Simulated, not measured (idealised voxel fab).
process module | voxel transistor to metal
cross-section cut | 275 nm wide | cells 5 nm
A cross-section is a grid of square cells, given in bands from the top down. A band is one or more rows of cells.
Each band's line starts with the height of the band's top and of its bottom, in nm. Then come its materials from left to right, each with its width in nm. One material with "throughout" fills the band from edge to edge. "air" is empty space.
Height 0 is the level under which the wafer as received is all one material. The lowest band goes on downwards, as in "0 down".
A width such as "30 to 40" changes by the same amount from each row of cells to the next, from the band's top row to its bottom row.
"no change" after a step means that no cell of the cross-section changed.
closed voids: empty space of 8 cells or more with no open way to the top, each as width x height at its distance from the left edge, in nm
after a step's settings: what the simulator itself notes on the step
overlay nm, on a step with a mask: how far to the right of its planned place the mask lay; to the left if negative
plan
1 op RECEIVE | material Si
2 op OXIDIZE | depth nm 5
3 op CONFORMAL_DEP | material SiN | thk nm 10
4 op PATTERN | tone cover | mask id ACTIVE | material resist | width nm 105 | pitch nm 135 | thk nm 20 | overlay nm 0
5 op DIRECTIONAL_ETCH | etch materials SiN | depth nm 10
6 op DIRECTIONAL_ETCH | etch materials SiO2 | depth nm 5
7 op DIRECTIONAL_ETCH | etch materials Si | depth nm 35
8 op STRIP | etch materials resist
9 op FILL_DEP | material SiO2 | thk nm 15
10 op CMP | height nm 10
11 op SELECTIVE_ETCH | etch materials SiO2 | depth nm 5
12 op STRIP | etch materials SiN
13 op SELECTIVE_ETCH | etch materials SiO2 | depth nm 5
14 op OXIDIZE | depth nm 5
15 op DIRECTIONAL_DEP | material polySi | thk nm 30
16 op DIRECTIONAL_DEP | material SiCN | thk nm 15
17 op PATTERN | tone cover | mask id GATE | material resist | width nm 35 | pitch nm 135 | thk nm 15 | overlay nm 0
18 op DIRECTIONAL_ETCH | etch materials SiCN | depth nm 25
19 op DIRECTIONAL_ETCH | etch materials polySi | depth nm 40
20 op STRIP | etch materials resist
21 op CONFORMAL_DEP | material SiO2 | thk nm 5
22 op DIRECTIONAL_ETCH | etch materials SiO2 | depth nm 5
23 op CONFORMAL_DEP | material SiN | thk nm 5
24 op DIRECTIONAL_ETCH | etch materials SiN | depth nm 5
25 op DIRECTIONAL_ETCH | etch materials SiO2 | depth nm 5
26 op DIRECTIONAL_ETCH | etch materials Si | depth nm 10
27 op EPI | material nSi | thk nm 10
28 op FILL_DEP | material SiO2 | thk nm 10
29 op CMP | height nm 25
30 op STRIP | etch materials polySi
31 op SELECTIVE_ETCH | etch materials SiO2 | depth nm 5
32 op CONFORMAL_DEP | material HfO2 | thk nm 5
33 op CONFORMAL_DEP | material TiN | thk nm 5
34 op FILL_DEP | material W | thk nm 10
35 op CMP | height nm 20
36 op DIRECTIONAL_DEP | material SiO2 | thk nm 10
37 op PATTERN | tone open | mask id CONTACT | material resist | width nm 15 | thk nm 15 | overlay nm 0
38 op DIRECTIONAL_ETCH | etch materials SiO2 | depth nm 30
39 op STRIP | etch materials resist
40 op CONFORMAL_DEP | material TiN | thk nm 5
41 op FILL_DEP | material W | thk nm 10
42 op CMP | height nm 30
43 op DIRECTIONAL_DEP | material TiN | thk nm 5
44 op DIRECTIONAL_DEP | material Ru | thk nm 25
45 op DIRECTIONAL_DEP | material aC | thk nm 15
46 op PATTERN | tone cover | mask id METAL_1 | material resist | width nm 15 | thk nm 35 | overlay nm 0
47 op DIRECTIONAL_ETCH | etch materials aC | depth nm 15
48 op STRIP | etch materials resist
49 op DIRECTIONAL_ETCH | etch materials Ru | depth nm 25
50 op DIRECTIONAL_ETCH | etch materials TiN | depth nm 5
51 op STRIP | etch materials aC
52 op FILL_DEP | material SiO2 | thk nm 5
53 op CMP | height nm 60
54 op CONFORMAL_DEP | material SiCN | thk nm 5
55 op DIRECTIONAL_DEP | material SiO2 | thk nm 30
56 op MASKED_ETCH | tone open | mask id METAL_2 | width nm 15 | pitch nm 135 | etch materials SiO2 | depth nm 15 | overlay nm 0
57 op DIRECTIONAL_DEP | material aC | thk nm 15
58 op PATTERN | tone open | mask id METAL_2_HOLES | material resist | width nm 15 | pitch nm 135 | thk nm 30 | overlay nm 0
59 op DIRECTIONAL_ETCH | etch materials aC | depth nm 15
60 op STRIP | etch materials resist
61 op DIRECTIONAL_ETCH | etch materials SiO2 | depth nm 15
62 op DIRECTIONAL_ETCH | etch materials SiCN | depth nm 5
63 op STRIP | etch materials aC
64 op CONFORMAL_DEP | material TiN | thk nm 5
65 op FILL_DEP | material Cu | thk nm 10
66 op CMP | height nm 95
67 op CONFORMAL_DEP | material SiN | thk nm 5
as received, after step 1
  0 down: Si throughout
  closed voids: none
first wafer at the end, as planned
  100 to 95: SiN throughout
  95 to 65: SiO2 20 | TiN 5 | Cu 5 | TiN 5 | SiO2 120 | TiN 5 | Cu 5 | TiN 5 | SiO2 105
  65 to 60: SiCN 20 | TiN 15 | SiCN 120 | TiN 15 | SiCN 105
  60 to 35: SiO2 20 | Ru 15 | SiO2 65 | Ru 15 | SiO2 40 | Ru 15 | SiO2 65 | Ru 15 | SiO2 25
  35 to 30: SiO2 20 | TiN 15 | SiO2 65 | TiN 15 | SiO2 40 | TiN 15 | SiO2 65 | TiN 15 | SiO2 25
  30 to 20: SiO2 20 | TiN 5 | W 5 | TiN 5 | SiO2 65 | TiN 5 | W 5 | TiN 5 | SiO2 40 | TiN 5 | W 5 | TiN 5 | SiO2 65 | TiN 5 | W 5 | TiN 5 | SiO2 25
  20 to 5: SiO2 20 | TiN 5 | W 5 | TiN 5 | SiO2 5 | SiN 5 | HfO2 5 | TiN 5 | W 25 | TiN 5 | HfO2 5 | SiN 5 | SiO2 5 | TiN 5 | W 5 | TiN 5 | SiO2 40 | TiN 5 | W 5 | TiN 5 | SiO2 5 | SiN 5 | HfO2 5 | TiN 5 | W 25 | TiN 5 | HfO2 5 | SiN 5 | SiO2 5 | TiN 5 | W 5 | TiN 5 | SiO2 25
  5 to 0: SiO2 20 | TiN 15 | SiO2 5 | SiN 5 | HfO2 5 | TiN 5 | W 25 | TiN 5 | HfO2 5 | SiN 5 | SiO2 5 | TiN 15 | SiO2 40 | TiN 15 | SiO2 5 | SiN 5 | HfO2 5 | TiN 5 | W 25 | TiN 5 | HfO2 5 | SiN 5 | SiO2 5 | TiN 15 | SiO2 25
  0 to -5: SiO2 15 | SiN 5 | nSi 20 | SiN 5 | HfO2 5 | TiN 35 | HfO2 5 | SiN 5 | nSi 20 | SiN 5 | SiO2 30 | SiN 5 | nSi 20 | SiN 5 | HfO2 5 | TiN 35 | HfO2 5 | SiN 5 | nSi 20 | SiN 5 | SiO2 20
  -5 to -10: SiO2 20 | nSi 20 | SiO2 5 | HfO2 45 | SiO2 5 | nSi 20 | SiO2 40 | nSi 20 | SiO2 5 | HfO2 45 | SiO2 5 | nSi 20 | SiO2 25
  -10 to -20: SiO2 15 | Si 5 | nSi 20 | Si 55 | nSi 20 | Si 5 | SiO2 30 | Si 5 | nSi 20 | Si 55 | nSi 20 | Si 5 | SiO2 20
  -20 to -40: SiO2 15 | Si 105 | SiO2 30 | Si 105 | SiO2 20
  -40 down: Si throughout
  closed voids: none
second wafer at the end: like start, like plan, one mistake
  100 to 95: SiN throughout
  95 to 65: SiO2 20 | TiN 5 | Cu 5 | TiN 5 | SiO2 120 | TiN 5 | Cu 5 | TiN 5 | SiO2 105
  65 to 60: SiCN 20 | TiN 15 | SiCN 120 | TiN 15 | SiCN 105
  60 to 35: SiO2 20 | Ru 15 | SiO2 65 | Ru 15 | SiO2 40 | Ru 15 | SiO2 65 | Ru 15 | SiO2 25
  35 to 30: SiO2 20 | TiN 15 | SiO2 65 | TiN 15 | SiO2 40 | TiN 15 | SiO2 65 | TiN 15 | SiO2 25
  30 to 20: SiO2 20 | TiN 5 | W 5 | TiN 5 | SiO2 65 | TiN 5 | W 5 | TiN 5 | SiO2 40 | TiN 5 | W 5 | TiN 5 | SiO2 65 | TiN 5 | W 5 | TiN 5 | SiO2 25
  20 to 5: SiO2 20 | TiN 5 | W 5 | TiN 5 | SiO2 5 | SiN 5 | TiN 5 | HfO2 5 | W 25 | HfO2 5 | TiN 5 | SiN 5 | SiO2 5 | TiN 5 | W 5 | TiN 5 | SiO2 40 | TiN 5 | W 5 | TiN 5 | SiO2 5 | SiN 5 | TiN 5 | HfO2 5 | W 25 | HfO2 5 | TiN 5 | SiN 5 | SiO2 5 | TiN 5 | W 5 | TiN 5 | SiO2 25
  5 to 0: SiO2 20 | TiN 15 | SiO2 5 | SiN 5 | TiN 5 | HfO2 5 | W 25 | HfO2 5 | TiN 5 | SiN 5 | SiO2 5 | TiN 15 | SiO2 40 | TiN 15 | SiO2 5 | SiN 5 | TiN 5 | HfO2 5 | W 25 | HfO2 5 | TiN 5 | SiN 5 | SiO2 5 | TiN 15 | SiO2 25
  0 to -5: SiO2 15 | SiN 5 | nSi 20 | SiN 5 | TiN 5 | HfO2 35 | TiN 5 | SiN 5 | nSi 20 | SiN 5 | SiO2 30 | SiN 5 | nSi 20 | SiN 5 | TiN 5 | HfO2 35 | TiN 5 | SiN 5 | nSi 20 | SiN 5 | SiO2 20
  -5 to -10: SiO2 20 | nSi 20 | SiO2 5 | TiN 45 | SiO2 5 | nSi 20 | SiO2 40 | nSi 20 | SiO2 5 | TiN 45 | SiO2 5 | nSi 20 | SiO2 25
  -10 to -20: SiO2 15 | Si 5 | nSi 20 | Si 55 | nSi 20 | Si 5 | SiO2 30 | Si 5 | nSi 20 | Si 55 | nSi 20 | Si 5 | SiO2 20
  -20 to -40: SiO2 15 | Si 105 | SiO2 30 | Si 105 | SiO2 20
  -40 down: Si throughout
  closed voids: none
what went wrong: steps 32 and 33 were swapped
at the end the second wafer has, in cells: 8 fewer of HfO2 | 8 more of TiN
